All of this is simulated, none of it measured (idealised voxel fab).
Process module name: voxel ribs on slabs
FYI the section here is cut, 260 nm wide, cells are 5 nm squares.
When this document writes out a cross-section, it uses a grid of square cells and lists it as bands, beginning at the top and moving down, with a band standing for one or more rows of cells. Read a band's entry like this: the first values are the height of its top and the height of its bottom in nm, and what follows is the sequence of materials from left to right, each with its width in nm. Note that "air" is empty space, and that a single material marked "full width" reaches across the band from edge to edge. It should be noted that heights are counted from 0, beneath which the wafer as supplied is of one material throughout, and that the lowest band possesses no lower boundary but continues downward, as written in "0 down". Think of "30..40" as a width that walks from the first number to the second as you go down the band, top row to bottom row, taking equal-sized steps from row to row. Step note "remains unaltered" = no cross-section cell changed. Heads up: "Closed empty spaces" only lists the empty pockets with no open path to the top that are 8 cells or more, and it writes them as width x height at distance, distance from the left edge, in nm. Heads up: the bit after the settings on a step's line is the simulator's remark on that step. overlay nm: how far to the right of its planned place the mask lay on this masked step (negative: to the left).
[The process steps that were planned are listed below]
1: RECEIVE,material Si
2: DIRECTIONAL_DEP,material SiO2,thk nm 25
3: DIRECTIONAL_DEP,material polySi,thk nm 25
4: MASKED_ETCH,tone cover,mask id RIB,width nm 25,etch materials polySi,depth nm 20,overlay nm 0
5: PATTERN,tone cover,mask id SLAB,material resist,width nm 65,thk nm 20,overlay nm 0
6: DIRECTIONAL_ETCH,etch materials polySi,depth nm 5
7: STRIP,etch materials resist
8: FILL_DEP,material SiO2,thk nm 30
9: CMP,height nm 70
10: DIRECTIONAL_DEP,material TiN,thk nm 5
11: DIRECTIONAL_DEP,material aC,thk nm 15
12: PATTERN,tone cover,mask id HEATER,material resist,width nm 25,thk nm 35,overlay nm 0
13: DIRECTIONAL_ETCH,etch materials aC,depth nm 15
14: STRIP,etch materials resist
15: DIRECTIONAL_ETCH,etch materials TiN,depth nm 5
16: STRIP,etch materials aC
17: CONFORMAL_DEP,material SiO2,thk nm 10
Quick note for whoever runs this: the wafers start identical, but the width nm at step 12 isn't the same across them. The plan just shows what the first wafer had.
[Received wafers, first of several: cross-section after step 1]
    0 down | Si full width
    Closed empty spaces: none
[Here's the first of several wafers in cross-section, end of the module, after the last step, step 17]
    85 to 80 | air 105 nm, then SiO2 45 nm, then air 110 nm
    80 to 75 | SiO2 full width
    75 to 70 | SiO2 115 nm, then TiN 25 nm, then SiO2 120 nm
    70 to 50 | SiO2 full width
    50 to 30 | SiO2 115 nm, then polySi 25 nm, then SiO2 120 nm
    30 to 25 | SiO2 95 nm, then polySi 65 nm, then SiO2 100 nm
    25 to 0 | SiO2 full width
    0 down | Si full width
    Closed empty spaces: none
[Here's the last wafer cross-sectioned at the end of the module]
    85 to 80 | air 95 nm, then SiO2 70 nm, then air 95 nm
    80 to 75 | SiO2 full width
    75 to 70 | SiO2 105 nm, then TiN 50 nm, then SiO2 105 nm
    70 to 50 | SiO2 full width
    50 to 30 | SiO2 115 nm, then polySi 25 nm, then SiO2 120 nm
    30 to 25 | SiO2 95 nm, then polySi 65 nm, then SiO2 100 nm
    25 to 0 | SiO2 full width
    0 down | Si full width
    Closed empty spaces: none
[Row per wafer, end-of-module: cell gain (+)/loss (-) by material since the wafer came in, then closed voids]
width nm 25; +803 SiO2; +5 TiN; +33 polySi; Closed empty spaces: none
width nm 30; +803 SiO2; +6 TiN; +33 polySi; Closed empty spaces: none
width nm 35; +803 SiO2; +7 TiN; +33 polySi; Closed empty spaces: none
width nm 40; +803 SiO2; +8 TiN; +33 polySi; Closed empty spaces: none
width nm 45; +803 SiO2; +9 TiN; +33 polySi; Closed empty spaces: none
width nm 50; +803 SiO2; +10 TiN; +33 polySi; Closed empty spaces: none
